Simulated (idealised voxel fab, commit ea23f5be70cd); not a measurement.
Title: Process Module voxel self aligned vias
Square cells of 5 nm make up the cross-section cut, whose width is 200 nm.
Cross-section layout: square cells on a grid; listed as bands, top to bottom; a band spans one or more cell rows. Read a band's entry like this: the first values are the height of its top and the height of its bottom in nm, and what follows is the sequence of materials from left to right, each with its width in nm. Note that "empty" is empty space, and that a single material marked "all across" reaches across the band from edge to edge. Below 0: as-received wafer, all one material; heights counted from there. Lowest band: no bottom, goes on down, written "0 nm and below". A width such as "30->40" changes by the same amount from each row of cells to the next, from the band's top row to its bottom row. "same as before", as given for a step, is the statement that not any cell of the cross-section underwent a change during that step. Voids not open to the top, 8 cells minimum: see "Voids, fully enclosed". Written width x height at distance; distance is from the left edge; nm. Heads up: the bit after the settings on a step's line is the simulator's remark on that step. The setting "overlay nm" may be written on the line of a step. When the step uses a mask, the value reports how far to the right of the planned place the mask lay, and a negative value reports that it lay to the left.
These are the steps we planned for the process
step 1: RECEIVE, material Si
step 2: CONFORMAL_DEP, material SiO2, thk nm 10
step 3: CONFORMAL_DEP, material SiCN, thk nm 5
step 4: DIRECTIONAL_DEP, material SiO2, thk nm 30
step 5: PATTERN, tone open, mask id LINES, material resist, width nm 30, pitch nm 70, thk nm 15, overlay nm 0
step 6: DIRECTIONAL_ETCH, etch materials SiO2, depth nm 30
step 7: STRIP, etch materials resist
step 8: CONFORMAL_DEP, material TiN, thk nm 5
step 9: FILL_DEP, material Ru, thk nm 10
step 10: CMP, height nm 45
step 11: SELECTIVE_ETCH, etch materials W Ru TiN, depth nm 5
step 12: FILL_DEP, material SiN, thk nm 5
step 13: CMP, height nm 45
step 14: DIRECTIONAL_DEP, material SiO2, thk nm 20
step 15: PATTERN, tone open, mask id VIAS, material resist, width nm 50, pitch nm 70, thk nm 15, overlay nm 0
step 16: DIRECTIONAL_ETCH, etch materials SiO2, depth nm 20
step 17: DIRECTIONAL_ETCH, etch materials SiN, depth nm 5
step 18: STRIP, etch materials resist
step 19: CONFORMAL_DEP, material TiN, thk nm 5
step 20: FILL_DEP, material W, thk nm 5
step 21: CMP, height nm 65
step 22: CONFORMAL_DEP, material SiCN, thk nm 5
As-received wafer cross-section (after step 1)
- 0 nm and below  Si all across
- Voids, fully enclosed: none
This is how the wafer looks in cross-section once the module is done, given the starting state and plan above and one mistake in carrying the plan out
- 70 nm to 65 nm  SiCN all across
- 65 nm to 50 nm  SiO2: 45, TiN: 5, W: 40, TiN: 5, SiO2: 20, TiN: 5, W: 40, TiN: 5, SiO2: 35
- 50 nm to 45 nm  SiO2: 45, TiN: 10, W: 20, TiN: 20, SiO2: 20, TiN: 10, W: 20, TiN: 20, SiO2: 35
- 45 nm to 40 nm  SiO2: 50, TiN: 30, SiO2: 40, TiN: 30, SiO2: 50
- 40 nm to 20 nm  SiO2: 50, TiN: 5, Ru: 20, TiN: 5, SiO2: 40, TiN: 5, Ru: 20, TiN: 5, SiO2: 50
- 20 nm to 15 nm  SiO2: 50, TiN: 30, SiO2: 40, TiN: 30, SiO2: 50
- 15 nm to 10 nm  SiCN all across
- 10 nm to 0 nm  SiO2 all across
- 0 nm and below  Si all across
- Voids, fully enclosed: none
Processing error: contrary to plan, step 15 was performed as PATTERN, tone open, mask id VIAS, material resist, width nm 50, pitch nm 70, thk nm 15, overlay nm 5
